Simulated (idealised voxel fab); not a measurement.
Process module heading - voxel released beams
cross-section cut | 185 nm wide | cells 5 nm
The cross-sections in this document take the form of a grid made of square cells. They are written out as bands, in order from top to bottom. Each band consists of one or more rows of cells. Each band's line starts with the height of the band's top and of its bottom, in nm. Then come its materials from left to right, each with its width in nm. One material with "everywhere" fills the band from edge to edge. "blank" is empty space. Height datum 0, below which the as-received substrate wafer is one material. Lowest band open at the bottom, running downward: "z 0 and below". Read "30 to 40" as a graded width: first number on top, second number at the bottom, same change between each pair of neighbouring rows. "no change occurred" for a step: no cell of the cross-section changed in that step. Heads up: "Tabulated closed voids" only lists the empty pockets with no open path to the top that are 8 cells or more, and it writes them as width x height at distance, distance from the left edge, in nm. It should be noted that, on the line of a given step, the content following the step's settings is a remark produced by the simulator itself with respect to that step. "overlay nm", when on a step's line for a step with a mask, measures how far to the right of its planned place the mask lay; a negative measure means to the left.

**Planned step list for the process**
1 RECEIVE: material Si
2 CONFORMAL_DEP: material Al2O3, thk nm 10
3 DIRECTIONAL_DEP: material SiO2, thk nm 15
4 DIRECTIONAL_DEP: material aC, thk nm 15
5 PATTERN: tone open, mask id ANCHOR, material resist, width nm 40, thk nm 35, overlay nm 0
6 DIRECTIONAL_ETCH: etch materials aC, depth nm 15
7 STRIP: etch materials resist
8 DIRECTIONAL_ETCH: etch materials SiO2, depth nm 15
9 STRIP: etch materials aC
10 CONFORMAL_DEP: material W, thk nm 15
11 MASKED_ETCH: tone cover, mask id BEAM, width nm 105, etch materials W, depth nm 15, overlay nm 0
12 STRIP: etch materials SiO2

**So this is the incoming wafer in cross-section - it's already been through step 1**
	z 0 and below  Si everywhere
	Tabulated closed voids: none

**Cross-sectional image of the first of two wafers at the end of the module, the run having proceeded as planned**
	z 40 to 25  blank: 35 / W: 20 / blank: 10 / W: 75 / blank: 45
	z 25 to 10  blank: 40 / W: 40 / blank: 105
	z 10 to 0  Al2O3 everywhere
	z 0 and below  Si everywhere
	Tabulated closed voids: none

**Wafer two (of two), end-of-module cross-section: start = wafer one, plan = wafer one, one run mistake**
	z 45 to 30  blank: 35 / W: 105 / blank: 45
	z 30 to 25  W everywhere
	z 25 to 10  SiO2: 40 / W: 40 / SiO2: 105
	z 10 to 0  Al2O3 everywhere
	z 0 and below  Si everywhere
	Tabulated closed voids: none
What went wrong in running the wafer? it should be noted that step 10 was executed with settings other than those planned, the operation and settings actually applied being CONFORMAL_DEP: material W, thk nm 20
Upon completion, the second wafer contains, in terms of cells, a greater or smaller amount of certain materials than the first wafer: 87 more of SiO2, 43 more of W
